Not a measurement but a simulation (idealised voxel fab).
Module name: voxel capacitor over wiring (process module)
Pictured: cross-section cut, 215 nm wide, on a grid of 5 nm square cells.
A cross-section is a grid of square cells, given in bands from the top down. A band is one or more rows of cells. Basically the band line says how high the top is and how high the bottom is, in nm, and then what's in it from left to right, every material with its width in nm. Empty space shows up as "blank", and if a single material carries "all across" it runs the full band edge to edge. All heights in this document are referenced to 0, defined as the level beneath which the wafer, as received, consists entirely of one material. The lowest band is not bounded below; it extends indefinitely downward and is written in the form "0 down". It should be noted that a width expressed as "30..40" varies in equal increments from row to row of cells within the band, taking the value of the first number at the top row and that of the second number at the bottom row. "no modification" for a step: no cell of the cross-section changed in that step. Enclosed internal voids: empty space of 8 cells or more with no open way to the top, each as width x height at its distance from the left edge, in nm. It should be noted that, on the line of a given step, the content following the step's settings is a remark produced by the simulator itself with respect to that step. overlay nm: mask right of planned place by this much (step with mask). Neg. = left.
PLAN
step 1: RECEIVE, material Si
step 2: CONFORMAL_DEP, material SiO2, thk nm 15
step 3: CONFORMAL_DEP, material SiCN, thk nm 5
step 4: DIRECTIONAL_DEP, material SiO2, thk nm 20
step 5: DIRECTIONAL_DEP, material aC, thk nm 15
step 6: PATTERN, tone open, mask id METAL_1, material resist, width nm 20, pitch nm 75, thk nm 30, overlay nm 0
step 7: DIRECTIONAL_ETCH, etch materials aC, depth nm 15
step 8: STRIP, etch materials resist
step 9: DIRECTIONAL_ETCH, etch materials SiO2, depth nm 20
step 10: DIRECTIONAL_ETCH, etch materials SiCN, depth nm 5
step 11: STRIP, etch materials aC
step 12: CONFORMAL_DEP, material TiN, thk nm 5
step 13: FILL_DEP, material W, thk nm 10
step 14: CMP, height nm 40
step 15: EPI, material Ru, thk nm 5
step 16: FILL_DEP, material SiCN, thk nm 5
step 17: DIRECTIONAL_DEP, material SiO2, thk nm 10
step 18: MASKED_ETCH, tone open, mask id PLUG_1, width nm 15, etch materials SiO2, depth nm 10, overlay nm 0
step 19: MASKED_ETCH, tone open, mask id PLUG_1, width nm 15, etch materials SiCN, depth nm 5, overlay nm 0
step 20: EPI, material Ru, thk nm 10
step 21: EPI, material Ru, thk nm 5
step 22: DIRECTIONAL_DEP, material TiN, thk nm 10
step 23: DIRECTIONAL_DEP, material Al2O3, thk nm 5
step 24: DIRECTIONAL_DEP, material TiN, thk nm 5
step 25: MASKED_ETCH, tone cover, mask id UPPER_PLATE, width nm 60, etch materials TiN, depth nm 5, overlay nm 0
step 26: MASKED_ETCH, tone cover, mask id UPPER_PLATE, width nm 60, etch materials Al2O3, depth nm 5, overlay nm 0
step 27: PATTERN, tone cover, mask id LOWER_PLATE, material resist, width nm 70, thk nm 20, overlay nm 0
step 28: DIRECTIONAL_ETCH, etch materials TiN, depth nm 10
step 29: STRIP, etch materials resist
step 30: FILL_DEP, material SiO2, thk nm 20
step 31: CMP, height nm 95
step 32: MASKED_ETCH, tone open, mask id PLUG_2, width nm 15, etch materials SiO2, depth nm 15, overlay nm 0
step 33: CONFORMAL_DEP, material TiN, thk nm 5
step 34: FILL_DEP, material Ru, thk nm 5
step 35: CMP, height nm 95
step 36: CONFORMAL_DEP, material SiCN, thk nm 5
WAFER AT RECEIPT (POST STEP 1), CROSS-SECTION
* 0 down: Si all across
* Enclosed internal voids: none
FIRST OF TWO WAFERS: CROSS-SECTION AT END OF MODULE, RUN PER PLAN
* 100 to 95: SiCN all across
* 95 to 85: SiO2: 75  TiN: 5  Ru: 5  TiN: 5  SiO2: 125
* 85 to 75: SiO2: 75..65  TiN: 15..60  SiO2: 125..90
* 75 to 70: SiO2: 65  Al2O3: 60  SiO2: 90
* 70 to 60: SiO2: 60  TiN: 70  SiO2: 85
* 60 to 50: SiO2: 65  Ru: 15  SiO2: 135
* 50 to 45: SiCN: 65  Ru: 15  SiCN: 135
* 45 to 40: SiCN: 55  Ru: 30  SiCN: 45  Ru: 30  SiCN: 55
* 40 to 20: SiO2: 60  TiN: 5  W: 10  TiN: 5  SiO2: 55  TiN: 5  W: 10  TiN: 5  SiO2: 60
* 20 to 15: SiCN: 60  TiN: 20  SiCN: 55  TiN: 20  SiCN: 60
* 15 to 0: SiO2 all across
* 0 down: Si all across
* Enclosed internal voids: none
THIS IS THE SECOND OF THE TWO WAFERS, CROSS-SECTIONED AT THE END OF THE MODULE; IT STARTED EXACTLY LIKE THE FIRST AND WAS GIVEN THE SAME PLAN, BUT IT WAS RUN WITH ONE MISTAKE
* 100 to 95: W all across
* 95 to 85: SiO2: 75  TiN: 5  Ru: 5  TiN: 5  SiO2: 125
* 85 to 75: SiO2: 75..65  TiN: 15..60  SiO2: 125..90
* 75 to 70: SiO2: 65  Al2O3: 60  SiO2: 90
* 70 to 60: SiO2: 60  TiN: 70  SiO2: 85
* 60 to 50: SiO2: 65  Ru: 15  SiO2: 135
* 50 to 45: SiCN: 65  Ru: 15  SiCN: 135
* 45 to 40: SiCN: 55  Ru: 30  SiCN: 45  Ru: 30  SiCN: 55
* 40 to 20: SiO2: 60  TiN: 5  W: 10  TiN: 5  SiO2: 55  TiN: 5  W: 10  TiN: 5  SiO2: 60
* 20 to 15: SiCN: 60  TiN: 20  SiCN: 55  TiN: 20  SiCN: 60
* 15 to 0: SiO2 all across
* 0 down: Si all across
* Enclosed internal voids: none
So what did we get wrong on this run? for step 36, the planned setting was not used; the step was instead run as CONFORMAL_DEP, material W, thk nm 5
End check, counted in cells, second wafer has more or fewer of these materials than the first: SiCN: 43 fewer, W: 43 more
